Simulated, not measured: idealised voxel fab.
Module name: voxel trench capacitor (process module)
For reference, the cross-section in this document is cut, with width 225 nm and square cells of 5 nm.
A cross-section is written here as square cells arranged in a grid, and it is given in bands from the top down, each band taking up one or more rows of cells. Top height, bottom height, nm. Materials left to right, width each, nm. Single material + "throughout" = fills band edge to edge. "air" = empty. The level at which height equals 0 is the one under which the wafer, as it arrives, is entirely one material. No lower edge exists for the bottom band, which continues downward and is notated as in "0 down". Width: "30 to 40" (first number = top row, second number = bottom row, same change from row to row of cells). The cross-section has no changed cell in any step marked "changes: none". In "Sealed void listing" the enclosed voids are listed, meaning empty spaces of 8 cells or larger without any opening to the top. The form is width x height at distance, distance from the left edge, units nm. Formally, on a step line, whatever follows the settings is a remark that the simulator itself makes on the step. overlay nm: on a step with a mask, how far right of its planned place the mask lay; negative means left.

### Intended process steps
1: op RECEIVE | material Si
2: op CONFORMAL_DEP | material SiN | thk nm 5
3: op PATTERN | tone open | mask id TRENCH | material resist | width nm 30 | pitch nm 55 | thk nm 20 | overlay nm 0
4: op DIRECTIONAL_ETCH | etch materials SiN | depth nm 5
5: op DIRECTIONAL_ETCH | etch materials Si | depth nm 35
6: op STRIP | etch materials resist
7: op CONFORMAL_DEP | material Al2O3 | thk nm 5
8: op CONFORMAL_DEP | material TiN | thk nm 5
9: op FILL_DEP | material W | thk nm 5
10: op CMP | height nm 5

### As-received wafer cross-section (after step 1)
0 down | Si throughout
Sealed void listing: none

### Wafer at module end, in section. Began as above, planned as above, run with one mistake
5 to 0 | Al2O3 throughout
0 down | Si throughout
Sealed void listing: none
What broke from the plan during processing? step 2 ran with different settings than intended, the actual operation and settings being op CONFORMAL_DEP | material Al2O3 | thk nm 5
